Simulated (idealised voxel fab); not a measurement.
You're looking at the process module voxel ribs on slabs.
We display cut, a cross-section 290 nm in width whose square cells are each 5 nm.
Each cross-section below is a grid of square cells, stated as bands in top-down order, with one or more rows of cells making up each band.
Band entry format. Leading values: height of top, height of bottom, nm. Remainder: materials in left-to-right order, each with its width in nm. Special words: "throughout" on a single material, which then fills the band edge to edge; "blank", empty space.
Beneath 0, the wafer as received is one material, and that level is where height counting begins. The lowest band goes on downward without a bottom; it is written like "z 0 and below".
A width such as "30->40" changes by the same amount from each row of cells to the next, from the band's top row to its bottom row.
When a step is marked "no alteration", none of the cells in the cross-section changed during that step.
Entry "Closed internal cavities" = empty spaces >= 8 cells with no open way to the top; each as width x height at distance, distance from left edge, all nm.
after a step's settings: what the simulator itself notes on the step
The setting "overlay nm" may be written on the line of a step. When the step uses a mask, the value reports how far to the right of the planned place the mask lay, and a negative value reports that it lay to the left.
## Process steps foreseen in the plan
1,RECEIVE (material Si)
2,DIRECTIONAL_DEP (material SiO2; thk nm 30)
3,DIRECTIONAL_DEP (material polySi; thk nm 20)
4,MASKED_ETCH (tone cover; mask id RIB; width nm 25; etch materials polySi; depth nm 5; overlay nm 0)
5,PATTERN (tone cover; mask id SLAB; material resist; width nm 55; thk nm 15; overlay nm 0)
6,DIRECTIONAL_ETCH (etch materials polySi; depth nm 15)
7,STRIP (etch materials resist)
8,FILL_DEP (material SiO2; thk nm 20)
9,CMP (height nm 60)
10,DIRECTIONAL_DEP (material W; thk nm 5)
11,MASKED_ETCH (tone cover; mask id HEATER; width nm 35; etch materials W; depth nm 5; overlay nm 0)
12,CONFORMAL_DEP (material SiN; thk nm 10)
## Received-state cross-section, reflecting completion of step 1
	z 0 and below: Si throughout
	Closed internal cavities: none
## first wafer at the end, as planned
	z 75 to 70: 115 blank / 55 SiN / 120 blank
	z 70 to 65: SiN throughout
	z 65 to 60: 125 SiN / 35 W / 130 SiN
	z 60 to 50: SiO2 throughout
	z 50 to 45: 130 SiO2 / 25 polySi / 135 SiO2
	z 45 to 30: 115 SiO2 / 55 polySi / 120 SiO2
	z 30 to 0: SiO2 throughout
	z 0 and below: Si throughout
	Closed internal cavities: none
## Same start, same plan as the first wafer - but one mistake in the run. Cross-section of the second of the two at the end of the module
	z 75 to 70: 115 blank / 55 SiN / 120 blank
	z 70 to 65: SiN throughout
	z 65 to 60: 125 SiN / 35 W / 130 SiN
	z 60 to 50: 115 SiO2 / 55 polySi / 120 SiO2
	z 50 to 30: polySi throughout
	z 30 to 0: SiO2 throughout
	z 0 and below: Si throughout
	Closed internal cavities: none
The mistake made against the process plan was this: step 3 of the plan saw execution twice
Once processing is complete, comparing cell counts shows that the second wafer has more or fewer of certain materials than the first: 216 fewer of SiO2, 216 more of polySi
